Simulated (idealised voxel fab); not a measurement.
Name of the process module below: voxel wiring stack
Each square cell in cross-section cut measures 5 nm, and the section as a whole is 280 nm wide.
Cross-section spec: square-cell grid; bands listed top down; each band is one or more rows.
Each band's line starts with the height of the band's top and of its bottom, in nm. Then come its materials from left to right, each with its width in nm. One material with "all across" fills the band from edge to edge. "air" is empty space.
Convention: height 0 is the level below which the wafer, as received, is all one material. The lowest band does not terminate at the bottom but continues downward, represented as "0 and below".
Width spec "30..40" -> top row of cells at first value, bottom row at second value, equal per-row change in between.
When a step is marked "identical to before", none of the cells in the cross-section changed during that step.
For the entry "Enclosed internal voids", the listed items are empty spaces with no open way to the top whose size is 8 cells or more; each item follows the pattern width x height at distance, where distance is from the left edge and all three are in nm.
Past the settings on a step's line: simulator remark, on that step.
overlay nm: mask offset rightward from planned place, masked step; negative means leftward offset.

THE PROCESS STEPS THAT WERE PLANNED ARE LISTED BELOW
step 1: op RECEIVE | material Si
step 2: op CONFORMAL_DEP | material SiO2 | thk nm 10
step 3: op CONFORMAL_DEP | material SiN | thk nm 5
step 4: op DIRECTIONAL_DEP | material lowk | thk nm 15
step 5: op PATTERN | tone open | mask id METAL_1 | material resist | width nm 20 | pitch nm 35 | thk nm 15 | overlay nm 0
step 6: op DIRECTIONAL_ETCH | etch materials lowk | depth nm 15
step 7: op DIRECTIONAL_ETCH | etch materials SiN | depth nm 5
step 8: op STRIP | etch materials resist
step 9: op CONFORMAL_DEP | material TiN | thk nm 5
step 10: op FILL_DEP | material Ru | thk nm 5
step 11: op CMP | height nm 30
step 12: op CONFORMAL_DEP | material SiCN | thk nm 5
step 13: op DIRECTIONAL_DEP | material lowk | thk nm 30
step 14: op PATTERN | tone open | mask id METAL_2_HOLES | material resist | width nm 15 | pitch nm 35 | thk nm 20 | overlay nm 0
step 15: op DIRECTIONAL_ETCH | etch materials lowk | depth nm 30
step 16: op STRIP | etch materials resist
step 17: op DIRECTIONAL_DEP | material aC | thk nm 10
step 18: op PATTERN | tone open | mask id METAL_2 | material resist | width nm 20 | pitch nm 35 | thk nm 30 | overlay nm 0
step 19: op DIRECTIONAL_ETCH | etch materials aC | depth nm 10
step 20: op STRIP | etch materials resist
step 21: op DIRECTIONAL_ETCH | etch materials lowk | depth nm 20
step 22: op DIRECTIONAL_ETCH | etch materials SiCN | depth nm 5
step 23: op STRIP | etch materials aC
step 24: op CONFORMAL_DEP | material TiN | thk nm 5
step 25: op FILL_DEP | material Cu | thk nm 10
step 26: op CMP | height nm 65
step 27: op CONFORMAL_DEP | material SiCN | thk nm 5
step 28: op DIRECTIONAL_DEP | material SiO2 | thk nm 15
step 29: op MASKED_ETCH | tone open | mask id PLUG_2 | width nm 15 | pitch nm 35 | etch materials SiO2 | depth nm 15 | overlay nm 0
step 30: op MASKED_ETCH | tone open | mask id PLUG_2 | width nm 15 | pitch nm 35 | etch materials SiCN | depth nm 5 | overlay nm 0
step 31: op CONFORMAL_DEP | material TiN | thk nm 5
step 32: op FILL_DEP | material W | thk nm 5
step 33: op CMP | height nm 85
step 34: op CONFORMAL_DEP | material SiN | thk nm 5
step 35: op DIRECTIONAL_DEP | material SiO2 | thk nm 15
step 36: op MASKED_ETCH | tone open | mask id METAL_3 | width nm 20 | pitch nm 35 | etch materials SiO2 | depth nm 15 | overlay nm 0
step 37: op MASKED_ETCH | tone open | mask id METAL_3 | width nm 20 | pitch nm 35 | etch materials SiN | depth nm 5 | overlay nm 0
step 38: op CONFORMAL_DEP | material TiN | thk nm 5
step 39: op FILL_DEP | material Ru | thk nm 10
step 40: op CMP | height nm 105
step 41: op CONFORMAL_DEP | material SiCN | thk nm 5
step 42: op DIRECTIONAL_DEP | material lowk | thk nm 30
step 43: op MASKED_ETCH | tone open | mask id METAL_4 | width nm 20 | pitch nm 35 | etch materials lowk | depth nm 15 | overlay nm 0
step 44: op MASKED_ETCH | tone open | mask id METAL_4_HOLES | width nm 15 | pitch nm 70 | etch materials lowk | depth nm 15 | overlay nm 0
step 45: op MASKED_ETCH | tone open | mask id METAL_4_HOLES | width nm 15 | pitch nm 70 | etch materials SiCN | depth nm 5 | overlay nm 0
step 46: op CONFORMAL_DEP | material TiN | thk nm 5
step 47: op FILL_DEP | material Ru | thk nm 5
step 48: op CMP | height nm 140
step 49: op CONFORMAL_DEP | material SiN | thk nm 5

DELIVERED WAFER IN CROSS-SECTION: STATE AFTER STEP 1
	0 and below | Si all across
	Enclosed internal voids: none

WAFER CROSS-SECTION AT END OF MODULE: START AND PLAN AS SHOWN ABOVE, ONE EXECUTION ERROR
	145 down to 140 | SiN all across
	140 down to 115 | lowk (95), then TiN (5), then Ru (10), then TiN (5), then lowk (15), then TiN (5), then Ru (10), then TiN (5), then lowk (15), then TiN (5), then Ru (10), then TiN (5), then lowk (95)
	115 down to 110 | lowk (95), then TiN (5), then Ru (5), then TiN (10), then lowk (15), then TiN (20), then lowk (15), then TiN (5), then Ru (5), then TiN (10), then lowk (95)
	110 down to 105 | SiCN (95), then TiN (15), then SiCN (55), then TiN (15), then SiCN (100)
	105 down to 90 | SiO2 (95), then TiN (5), then Ru (10), then TiN (5), then SiO2 (15), then TiN (5), then Ru (10), then TiN (5), then SiO2 (15), then TiN (5), then Ru (10), then TiN (5), then SiO2 (95)
	90 down to 85 | SiN (95), then TiN (20), then SiN (15), then TiN (20), then SiN (15), then TiN (20), then SiN (95)
	85 down to 70 | SiO2 (95), then TiN (5), then W (5), then TiN (5), then SiO2 (20), then TiN (5), then W (5), then TiN (5), then SiO2 (20), then TiN (5), then W (5), then TiN (5), then SiO2 (100)
	70 down to 65 | SiCN (95), then TiN (15), then SiCN (20), then TiN (15), then SiCN (20), then TiN (15), then SiCN (100)
	65 down to 50 | lowk (95), then TiN (5), then Cu (10), then TiN (5), then lowk (15), then TiN (5), then Cu (10), then TiN (5), then lowk (15), then TiN (5), then Cu (10), then TiN (5), then lowk (95)
	50 down to 45 | lowk (95), then TiN (5), then Cu (5), then TiN (10), then lowk (15), then TiN (5), then Cu (5), then TiN (10), then lowk (15), then TiN (5), then Cu (5), then TiN (10), then lowk (95)
	45 down to 35 | lowk (95), then TiN (5), then Cu (5), then TiN (5), then lowk (20), then TiN (5), then Cu (5), then TiN (5), then lowk (20), then TiN (5), then Cu (5), then TiN (5), then lowk (100)
	35 down to 30 | SiCN (95), then TiN (15), then SiCN (20), then TiN (15), then SiCN (20), then TiN (15), then SiCN (100)
	30 down to 15 | lowk (95), then TiN (5), then Ru (10), then TiN (5), then lowk (15), then TiN (5), then Ru (10), then TiN (5), then lowk (15), then TiN (5), then Ru (10), then TiN (5), then lowk (95)
	15 down to 10 | SiN (95), then TiN (20), then SiN (15), then TiN (20), then SiN (15), then TiN (20), then SiN (95)
	10 down to 0 | SiO2 all across
	0 and below | Si all across
	Enclosed internal voids: none
Error vs. plan: execution of plan step 43 occurred twice
